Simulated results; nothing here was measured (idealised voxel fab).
Documented hereafter: the process module known as voxel spacer lines.
FYI the section here is cut, 295 nm wide, cells are 5 nm squares.
Heads up, the way a cross-section reads in here is a grid of square cells, handed over as bands from the top down, with every band being one or more rows of cells.
It is stipulated that each band's entry specify, in nanometres, the height of the top of the band and then that of its bottom, followed by the materials of the band in left-to-right sequence, each together with its width in nanometres. A single material marked by the word "edge to edge" is understood to fill the band from edge to edge; the word "air" is understood to denote empty space.
We count height from 0. Below that, the starting wafer is all one material. The lowest band never ends at the bottom but goes on down; see "0 and below" for how that is written.
So if you see something like "30 to 40" for the width, read it as the top row of the band sitting at the first number and the bottom row at the second, with every row in between moving by the same amount as the last.
Key: "remained unchanged" - step with no changed cell in the cross-section.
The list in "Closed internal voids" covers empty spaces of 8 cells or more that cannot reach the top through any open way, and it gives each as width x height at distance; the distance is from the left edge, and width, height and distance are in nm.
Formally, on a step line, whatever follows the settings is a remark that the simulator itself makes on the step.
On any step carrying a mask, the "overlay nm" setting, if present on the step's line, tells how far right of its planned place the mask lay; negative values point to the left.

## These are the steps we planned for the process
| 1 | RECEIVE, material Si |
| 2 | CONFORMAL_DEP, material Al2O3, thk nm 10 |
| 3 | DIRECTIONAL_DEP, material TiN, thk nm 10 |
| 4 | DIRECTIONAL_DEP, material aC, thk nm 20 |
| 5 | PATTERN, tone cover, mask id MANDREL, material resist, width nm 25, pitch nm 70, thk nm 25, overlay nm 0 |
| 6 | DIRECTIONAL_ETCH, etch materials aC, depth nm 20 |
| 7 | STRIP, etch materials resist |
| 8 | CONFORMAL_DEP, material SiO2, thk nm 10 |
| 9 | DIRECTIONAL_ETCH, etch materials SiO2, depth nm 10 |
| 10 | STRIP, etch materials aC |
| 11 | DIRECTIONAL_ETCH, etch materials TiN, depth nm 10 |
| 12 | STRIP, etch materials SiO2 |
| 13 | FILL_DEP, material SiO2, thk nm 5 |
| 14 | CMP, height nm 20 |

## First of two wafers, with the run carried out as planned

## Shown in cross-section is the wafer as received, that is, as it stands after step 1
  0 and below: Si edge to edge
  Closed internal voids: none

## Step 2 complete: cross-section through the wafer
  10 down to 0: Al2O3 edge to edge
  Under the height 0 nothing was changed.

## Step 3 complete: cross-section through the wafer
  20 down to 10: TiN edge to edge
  Under the height 10 nothing was changed.

## Step 4 complete: cross-section through the wafer
  40 down to 20: aC edge to edge
  Under the height 20 nothing was changed.

## Step 5 complete: cross-section through the wafer
  65 down to 40: 65 nm air; 25 nm resist; 45 nm air; 25 nm resist; 45 nm air; 25 nm resist; 65 nm air
  Under the height 40 nothing was changed.

## Step 6 complete: cross-section through the wafer
  45 down to 40: 65 nm air; 25 nm resist; 45 nm air; 25 nm resist; 45 nm air; 25 nm resist; 65 nm air
  40 down to 20: 65 nm air; 25 nm aC; 45 nm air; 25 nm aC; 45 nm air; 25 nm aC; 65 nm air
  Under the height 20 nothing was changed.

## Step 7 complete: cross-section through the wafer
  40 down to 20: 65 nm air; 25 nm aC; 45 nm air; 25 nm aC; 45 nm air; 25 nm aC; 65 nm air
  Under the height 20 nothing was changed.

## Step 8 complete: cross-section through the wafer
  50 down to 40: 55 nm air; 45 nm SiO2; 25 nm air; 45 nm SiO2; 25 nm air; 45 nm SiO2; 55 nm air
  40 down to 30: 55 nm air; 10 nm SiO2; 25 nm aC; 10 nm SiO2; 25 nm air; 10 nm SiO2; 25 nm aC; 10 nm SiO2; 25 nm air; 10 nm SiO2; 25 nm aC; 10 nm SiO2; 55 nm air
  30 down to 20: 65 nm SiO2; 25 nm aC; 45 nm SiO2; 25 nm aC; 45 nm SiO2; 25 nm aC; 65 nm SiO2
  Under the height 20 nothing was changed.

## Step 9 complete: cross-section through the wafer
  40 down to 20: 55 nm air; 10 nm SiO2; 25 nm aC; 10 nm SiO2; 25 nm air; 10 nm SiO2; 25 nm aC; 10 nm SiO2; 25 nm air; 10 nm SiO2; 25 nm aC; 10 nm SiO2; 55 nm air
  Under the height 20 nothing was changed.

## Step 10 complete: cross-section through the wafer
  40 down to 20: 55 nm air; 10 nm SiO2; 25 nm air; 10 nm SiO2; 25 nm air; 10 nm SiO2; 25 nm air; 10 nm SiO2; 25 nm air; 10 nm SiO2; 25 nm air; 10 nm SiO2; 55 nm air
  Under the height 20 nothing was changed.

## Step 11 complete: cross-section through the wafer
  40 down to 20: 55 nm air; 10 nm SiO2; 25 nm air; 10 nm SiO2; 25 nm air; 10 nm SiO2; 25 nm air; 10 nm SiO2; 25 nm air; 10 nm SiO2; 25 nm air; 10 nm SiO2; 55 nm air
  20 down to 10: 55 nm air; 10 nm TiN; 25 nm air; 10 nm TiN; 25 nm air; 10 nm TiN; 25 nm air; 10 nm TiN; 25 nm air; 10 nm TiN; 25 nm air; 10 nm TiN; 55 nm air
  Under the height 10 nothing was changed.

## Step 12 complete: cross-section through the wafer
  20 down to 10: 55 nm air; 10 nm TiN; 25 nm air; 10 nm TiN; 25 nm air; 10 nm TiN; 25 nm air; 10 nm TiN; 25 nm air; 10 nm TiN; 25 nm air; 10 nm TiN; 55 nm air
  Under the height 10 nothing was changed.

## Step 13 complete: cross-section through the wafer
  25 down to 20: SiO2 edge to edge
  20 down to 10: 55 nm SiO2; 10 nm TiN; 25 nm SiO2; 10 nm TiN; 25 nm SiO2; 10 nm TiN; 25 nm SiO2; 10 nm TiN; 25 nm SiO2; 10 nm TiN; 25 nm SiO2; 10 nm TiN; 55 nm SiO2
  Under the height 10 nothing was changed.

## Step 14 complete: cross-section through the wafer
  20 down to 10: 55 nm SiO2; 10 nm TiN; 25 nm SiO2; 10 nm TiN; 25 nm SiO2; 10 nm TiN; 25 nm SiO2; 10 nm TiN; 25 nm SiO2; 10 nm TiN; 25 nm SiO2; 10 nm TiN; 55 nm SiO2
  Under the height 10 nothing was changed.

## Wafer two of the pair: same origin, same plan, one error during the run; identical to wafer one up to and including step 4

## Second wafer shown in cross-section at the time step 5 was slated to end
  65 down to 40: 70 nm air; 25 nm resist; 45 nm air; 25 nm resist; 45 nm air; 25 nm resist; 60 nm air
  Under the height 40 nothing was changed.

## Second wafer shown in cross-section at the time step 6 was slated to end
  45 down to 40: 70 nm air; 25 nm resist; 45 nm air; 25 nm resist; 45 nm air; 25 nm resist; 60 nm air
  40 down to 20: 70 nm air; 25 nm aC; 45 nm air; 25 nm aC; 45 nm air; 25 nm aC; 60 nm air
  Under the height 20 nothing was changed.

## Second wafer shown in cross-section at the time step 7 was slated to end
  40 down to 20: 70 nm air; 25 nm aC; 45 nm air; 25 nm aC; 45 nm air; 25 nm aC; 60 nm air
  Under the height 20 nothing was changed.

## Second wafer shown in cross-section at the time step 8 was slated to end
  50 down to 40: 60 nm air; 45 nm SiO2; 25 nm air; 45 nm SiO2; 25 nm air; 45 nm SiO2; 50 nm air
  40 down to 30: 60 nm air; 10 nm SiO2; 25 nm aC; 10 nm SiO2; 25 nm air; 10 nm SiO2; 25 nm aC; 10 nm SiO2; 25 nm air; 10 nm SiO2; 25 nm aC; 10 nm SiO2; 50 nm air
  30 down to 20: 70 nm SiO2; 25 nm aC; 45 nm SiO2; 25 nm aC; 45 nm SiO2; 25 nm aC; 60 nm SiO2
  Under the height 20 nothing was changed.

## Second wafer shown in cross-section at the time step 9 was slated to end
  40 down to 20: 60 nm air; 10 nm SiO2; 25 nm aC; 10 nm SiO2; 25 nm air; 10 nm SiO2; 25 nm aC; 10 nm SiO2; 25 nm air; 10 nm SiO2; 25 nm aC; 10 nm SiO2; 50 nm air
  Under the height 20 nothing was changed.

## Second wafer shown in cross-section at the time step 10 was slated to end
  40 down to 20: 60 nm air; 10 nm SiO2; 25 nm air; 10 nm SiO2; 25 nm air; 10 nm SiO2; 25 nm air; 10 nm SiO2; 25 nm air; 10 nm SiO2; 25 nm air; 10 nm SiO2; 50 nm air
  Under the height 20 nothing was changed.

## Second wafer shown in cross-section at the time step 11 was slated to end
  40 down to 20: 60 nm air; 10 nm SiO2; 25 nm air; 10 nm SiO2; 25 nm air; 10 nm SiO2; 25 nm air; 10 nm SiO2; 25 nm air; 10 nm SiO2; 25 nm air; 10 nm SiO2; 50 nm air
  20 down to 10: 60 nm air; 10 nm TiN; 25 nm air; 10 nm TiN; 25 nm air; 10 nm TiN; 25 nm air; 10 nm TiN; 25 nm air; 10 nm TiN; 25 nm air; 10 nm TiN; 50 nm air
  Under the height 10 nothing was changed.

## Second wafer shown in cross-section at the time step 12 was slated to end
  20 down to 10: 60 nm air; 10 nm TiN; 25 nm air; 10 nm TiN; 25 nm air; 10 nm TiN; 25 nm air; 10 nm TiN; 25 nm air; 10 nm TiN; 25 nm air; 10 nm TiN; 50 nm air
  Under the height 10 nothing was changed.

## Second wafer shown in cross-section at the time step 13 was slated to end
  25 down to 20: SiO2 edge to edge
  20 down to 10: 60 nm SiO2; 10 nm TiN; 25 nm SiO2; 10 nm TiN; 25 nm SiO2; 10 nm TiN; 25 nm SiO2; 10 nm TiN; 25 nm SiO2; 10 nm TiN; 25 nm SiO2; 10 nm TiN; 50 nm SiO2
  Under the height 10 nothing was changed.

## Second wafer shown in cross-section at the time step 14 was slated to end
  20 down to 10: 60 nm SiO2; 10 nm TiN; 25 nm SiO2; 10 nm TiN; 25 nm SiO2; 10 nm TiN; 25 nm SiO2; 10 nm TiN; 25 nm SiO2; 10 nm TiN; 25 nm SiO2; 10 nm TiN; 50 nm SiO2
  Under the height 10 nothing was changed.
The plan and the run diverged here: the process deviated at step 5: the operation and settings actually run there were PATTERN, tone cover, mask id MANDREL, material resist, width nm 25, pitch nm 70, thk nm 25, overlay nm 5
By the end, you'd get the same cell count for each material on either wafer, but the second wafer puts them somewhere else.
